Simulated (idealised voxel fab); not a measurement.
Name of the process module below: voxel transistor to metal
Each square cell in cross-section cut measures 5 nm, and the section as a whole is 195 nm wide.
Heads up, the way a cross-section reads in here is a grid of square cells, handed over as bands from the top down, with every band being one or more rows of cells. This entry defines a band. It first specifies the height of the band's top and the height of its bottom in nm, and then specifies the band's materials from left to right, stating each material with its width in nm. The word "edge to edge" identifies a single material that fills the band from edge to edge, while the word "blank" identifies empty space. Height is counted from the level 0, under which the received wafer is composed throughout of one material. The lowest of the bands is not closed at the bottom but continues downward, in the notation "0 nm and below". With a width like "30->40", each row of cells in the band differs from the next by the same amount, the top row carrying the first number and the bottom row the second. No cell of the cross-section changed in a step that is given as "same as before". What "Enclosed void list" gives you is every empty space of 8 cells or more that is cut off from the top. Each appears as width x height at distance, with the distance taken from the left edge and width, height and distance all in nm. If you see something after the settings on a step's line, that's the simulator's own remark about that step. You can add "overlay nm" to a step's line. For a step with a mask, it describes how far the mask lay to the right of its planned position, and a negative number describes a lay to the left.
-- Listed below are the process steps as planned
1. RECEIVE (material Si)
2. OXIDIZE (depth nm 5)
3. CONFORMAL_DEP (material SiN; thk nm 10)
4. DIRECTIONAL_DEP (material aC; thk nm 15)
5. PATTERN (tone cover; mask id ACTIVE; material resist; width nm 130; thk nm 30; overlay nm 0)
6. DIRECTIONAL_ETCH (etch materials aC; depth nm 15)
7. STRIP (etch materials resist)
8. DIRECTIONAL_ETCH (etch materials SiN; depth nm 10)
9. DIRECTIONAL_ETCH (etch materials SiO2; depth nm 5)
10. DIRECTIONAL_ETCH (etch materials Si; depth nm 30)
11. STRIP (etch materials aC)
12. FILL_DEP (material SiO2; thk nm 5)
13. CMP (height nm 10)
14. SELECTIVE_ETCH (etch materials SiO2; depth nm 10)
15. STRIP (etch materials SiN)
16. SELECTIVE_ETCH (etch materials SiO2; depth nm 5)
17. OXIDIZE (depth nm 5)
18. DIRECTIONAL_DEP (material polySi; thk nm 30)
19. DIRECTIONAL_DEP (material SiCN; thk nm 10)
20. DIRECTIONAL_DEP (material aC; thk nm 15)
21. PATTERN (tone cover; mask id GATE; material resist; width nm 30; thk nm 30; overlay nm 0)
22. DIRECTIONAL_ETCH (etch materials aC; depth nm 15)
23. STRIP (etch materials resist)
24. DIRECTIONAL_ETCH (etch materials SiCN; depth nm 20)
25. DIRECTIONAL_ETCH (etch materials polySi; depth nm 40)
26. STRIP (etch materials aC)
27. CONFORMAL_DEP (material SiN; thk nm 10)
28. DIRECTIONAL_ETCH (etch materials SiN; depth nm 10)
29. DIRECTIONAL_ETCH (etch materials SiO2; depth nm 5)
30. DIRECTIONAL_ETCH (etch materials Si; depth nm 10)
31. EPI (material pSi; thk nm 10)
32. FILL_DEP (material SiO2; thk nm 10)
33. CMP (height nm 25)
34. STRIP (etch materials polySi)
35. SELECTIVE_ETCH (etch materials SiO2; depth nm 5)
36. CONFORMAL_DEP (material HfO2; thk nm 5)
37. CONFORMAL_DEP (material TiN; thk nm 5)
38. FILL_DEP (material W; thk nm 10)
39. CMP (height nm 20)
40. DIRECTIONAL_DEP (material SiO2; thk nm 10)
41. PATTERN (tone open; mask id CONTACT; material resist; width nm 20; pitch nm 90; thk nm 20; overlay nm 0)
42. DIRECTIONAL_ETCH (etch materials SiO2; depth nm 40)
43. STRIP (etch materials resist)
44. CONFORMAL_DEP (material TiN; thk nm 5)
45. FILL_DEP (material W; thk nm 10)
46. CMP (height nm 30)
47. DIRECTIONAL_DEP (material TiN; thk nm 5)
48. DIRECTIONAL_DEP (material Ru; thk nm 25)
49. MASKED_ETCH (tone cover; mask id METAL_1; width nm 20; pitch nm 90; etch materials Ru; depth nm 25; overlay nm 0)
50. MASKED_ETCH (tone cover; mask id METAL_1; width nm 15; pitch nm 90; etch materials TiN; depth nm 5; overlay nm 0)
51. CONFORMAL_DEP (material SiN; thk nm 5)
52. FILL_DEP (material SiO2; thk nm 5)
53. CMP (height nm 60)
54. CONFORMAL_DEP (material SiCN; thk nm 5)
Don't read the plan's width nm for step 50 as applying to every wafer: that's the first wafer's value, and the wafers differ in it, though they all start identical.
-- This is how the first of several wafers looked in cross-section when it arrived, which is after step 1
- 0 nm and below  Si edge to edge
- Enclosed void list: none
-- Rows = wafers. At module end, each row lists per material the cells gained (+) or lost (-) since the wafer was received, then the closed voids
width nm 15; +18 HfO2; +40 Ru; -175 Si; +39 SiCN; +71 SiN; +382 SiO2; +56 TiN; +36 W; +40 pSi; Enclosed void list: none
width nm 20; +18 HfO2; +40 Ru; -175 Si; +39 SiCN; +71 SiN; +382 SiO2; +56 TiN; +36 W; +40 pSi; Enclosed void list: none
width nm 25; +18 HfO2; +40 Ru; -175 Si; +39 SiCN; +71 SiN; +380 SiO2; +58 TiN; +36 W; +40 pSi; Enclosed void list: none
width nm 30; +18 HfO2; +40 Ru; -175 Si; +39 SiCN; +71 SiN; +378 SiO2; +60 TiN; +36 W; +40 pSi; Enclosed void list: none
width nm 35; +18 HfO2; +40 Ru; -175 Si; +39 SiCN; +71 SiN; +376 SiO2; +62 TiN; +36 W; +40 pSi; Enclosed void list: none
